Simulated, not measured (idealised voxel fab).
Herein follows the process module entitled voxel self aligned vias.
Xsec cut, 275 nm wide, square cell size 5 nm.
Heads up, the way a cross-section reads in here is a grid of square cells, handed over as bands from the top down, with every band being one or more rows of cells.
Band entry format. Leading values: height of top, height of bottom, nm. Remainder: materials in left-to-right order, each with its width in nm. Special words: "all across" on a single material, which then fills the band edge to edge; "blank", empty space.
Zero point of the height axis is 0; under it, received wafer = one material. Lowest band: continues down indefinitely, "0..down".
A width given as "30 to 40" starts at the first number in the band's top row and ends at the second number in its bottom row, shifting by an equal amount at every step from row to row.
Where a step carries "no alteration", the cross-section came out of it unchanged, cell for cell.
Basically, "Enclosed empty spaces" tells you about the enclosed voids: empty spaces with no open way to the top, 8 cells or bigger, each written width x height at distance, where distance is from the left edge, all in nm.
What comes after the settings on a step's line is commentary from the simulator itself on that step.
"overlay nm", when on a step's line for a step with a mask, measures how far to the right of its planned place the mask lay; a negative measure means to the left.
The planned process steps are enumerated hereunder
step 1: RECEIVE: material Si
step 2: CONFORMAL_DEP: material SiO2, thk nm 15
step 3: CONFORMAL_DEP: material SiCN, thk nm 5
step 4: DIRECTIONAL_DEP: material SiO2, thk nm 20
step 5: PATTERN: tone open, mask id LINES, material resist, width nm 20, pitch nm 55, thk nm 15, overlay nm 0
step 6: DIRECTIONAL_ETCH: etch materials SiO2, depth nm 20
step 7: STRIP: etch materials resist
step 8: CONFORMAL_DEP: material TiN, thk nm 5
step 9: FILL_DEP: material Ru, thk nm 5
step 10: CMP: height nm 40
step 11: SELECTIVE_ETCH: etch materials W Ru TiN, depth nm 10
step 12: FILL_DEP: material SiN, thk nm 5
step 13: CMP: height nm 40
step 14: DIRECTIONAL_DEP: material SiO2, thk nm 15
step 15: MASKED_ETCH: tone open, mask id VIAS, width nm 30, pitch nm 55, etch materials SiO2, depth nm 15, overlay nm 0
step 16: MASKED_ETCH: tone open, mask id VIAS, width nm 30, pitch nm 55, etch materials SiN, depth nm 10, overlay nm 0
step 17: CONFORMAL_DEP: material TiN, thk nm 5
step 18: FILL_DEP: material W, thk nm 5
step 19: CMP: height nm 55
step 20: CONFORMAL_DEP: material SiCN, thk nm 5
Cross-section of the incoming wafer, state after step 1
- 0..down = Si all across
- Enclosed empty spaces: none
Wafer at module end, in section. Began as above, planned as above, run with one mistake
- 60..55 = SiCN all across
- 55..45 = SiO2 65  TiN 5  W 20  TiN 5  SiO2 25  TiN 5  W 20  TiN 5  SiO2 25  TiN 5  W 20  TiN 5  SiO2 70
- 45..35 = SiO2 65 to 70  TiN 10 to 5  W 10  TiN 10 to 5  SiO2 25 to 35  TiN 10 to 5  W 10  TiN 10 to 5  SiO2 25 to 35  TiN 10 to 5  W 10  TiN 10 to 5  SiO2 70 to 75
- 35..30 = SiO2 70  TiN 20  SiO2 35  TiN 20  SiO2 35  TiN 20  SiO2 75
- 30..15 = SiCN all across
- 15..0 = SiO2 all across
- 0..down = Si all across
- Enclosed empty spaces: none
Processing error: step 3: run off-plan, actual operation and settings CONFORMAL_DEP: material SiCN, thk nm 15
